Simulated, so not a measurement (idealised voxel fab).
Presented below is a process module, voxel self aligned contacts.
Each square cell in cross-section cut measures 5 nm, and the section as a whole is 210 nm wide.
Cross-section, as written here: a square-cell grid given band by band from the top down, where a band holds one or more rows of cells.
This entry defines a band. It first specifies the height of the band's top and the height of its bottom in nm, and then specifies the band's materials from left to right, stating each material with its width in nm. The word "everywhere" identifies a single material that fills the band from edge to edge, while the word "blank" identifies empty space.
For the purposes of this specification, 0 denotes the height below which the wafer in its as-received condition is composed wholly of one material, and the lowermost band, lacking a lower limit, extends downward without end, as expressed in "0 -> down".
Top row gets the first number, bottom row gets the second, and each row in between changes by the same step: that is how a band width like "30->40" works.
Step note "no change occurred" = no cross-section cell changed.
For the entry "Tabulated closed voids", the listed items are empty spaces with no open way to the top whose size is 8 cells or more; each item follows the pattern width x height at distance, where distance is from the left edge and all three are in nm.
Whatever follows a step's settings on its line is a remark the simulator itself makes about that step.
You can add "overlay nm" to a step's line. For a step with a mask, it describes how far the mask lay to the right of its planned position, and a negative number describes a lay to the left.

Here's what the planned process steps look like:
step 1: RECEIVE (material Si)
step 2: CONFORMAL_DEP (material SiO2; thk nm 5)
step 3: DIRECTIONAL_DEP (material polySi; thk nm 20)
step 4: DIRECTIONAL_DEP (material SiN; thk nm 15)
step 5: DIRECTIONAL_DEP (material aC; thk nm 15)
step 6: PATTERN (tone cover; mask id GATE; material resist; width nm 30; pitch nm 55; thk nm 30; overlay nm 0)
step 7: DIRECTIONAL_ETCH (etch materials aC; depth nm 15)
step 8: STRIP (etch materials resist)
step 9: DIRECTIONAL_ETCH (etch materials SiN; depth nm 15)
step 10: DIRECTIONAL_ETCH (etch materials polySi; depth nm 20)
step 11: STRIP (etch materials aC)
step 12: CONFORMAL_DEP (material SiN; thk nm 5)
step 13: DIRECTIONAL_ETCH (etch materials SiN; depth nm 5)
step 14: FILL_DEP (material SiO2; thk nm 20)
step 15: CMP (height nm 50)
step 16: DIRECTIONAL_DEP (material aC; thk nm 10)
step 17: PATTERN (tone open; mask id CONTACT; material resist; width nm 35; thk nm 30; overlay nm 0)
step 18: DIRECTIONAL_ETCH (etch materials aC; depth nm 10)
step 19: STRIP (etch materials resist)
step 20: DIRECTIONAL_ETCH (etch materials SiO2; depth nm 50)
step 21: STRIP (etch materials aC)
step 22: CONFORMAL_DEP (material TiN; thk nm 5)
step 23: FILL_DEP (material W; thk nm 10)
step 24: CMP (height nm 50)
step 25: CONFORMAL_DEP (material SiN; thk nm 5)

Cross-section of the incoming wafer, state after step 1:
- 0 -> down | Si everywhere
- Tabulated closed voids: none

Looking at the first of two wafers in cross-section at end of module - ran to plan:
- 55 -> 50 | SiN everywhere
- 50 -> 40 | 85 of SiO2; 5->15 of TiN; 25->5 of W; 5->15 of TiN; 90 of SiO2
- 40 -> 25 | 55 of SiO2; 40 of SiN; 5 of TiN; 5 of W; 5 of TiN; 40 of SiN; 60 of SiO2
- 25 -> 5 | 55 of SiO2; 5 of SiN; 30 of polySi; 5 of SiN; 5 of TiN; 5 of W; 5 of TiN; 5 of SiN; 30 of polySi; 5 of SiN; 60 of SiO2
- 5 -> 0 | 95 of SiO2; 15 of TiN; 100 of SiO2
- 0 -> down | Si everywhere
- Tabulated closed voids: none

So this is wafer number two of the two, cut at the end of the module - it started where the first did and had the same plan, we just got one thing wrong running it:
- 55 -> 50 | SiN everywhere
- 50 -> 40 | 85 of SiO2; 5->20 of TiN; 25->5 of W; 5->10 of TiN; 90 of SiO2
- 40 -> 25 | 60 of SiO2; 40 of SiN; 5 of TiN; 5 of W; 5 of TiN; 40 of SiN; 55 of SiO2
- 25 -> 5 | 60 of SiO2; 5 of SiN; 30 of polySi; 5 of SiN; 5 of TiN; 5 of W; 5 of TiN; 5 of SiN; 30 of polySi; 5 of SiN; 55 of SiO2
- 5 -> 0 | 100 of SiO2; 15 of TiN; 95 of SiO2
- 0 -> down | Si everywhere
- Tabulated closed voids: none
What went wrong in running the wafer? step 6 was processed under conditions differing from the plan, specifically as PATTERN (tone cover; mask id GATE; material resist; width nm 30; pitch nm 55; thk nm 30; overlay nm 5)
Final wafers compared: equal cell tally per material, rearranged layout.
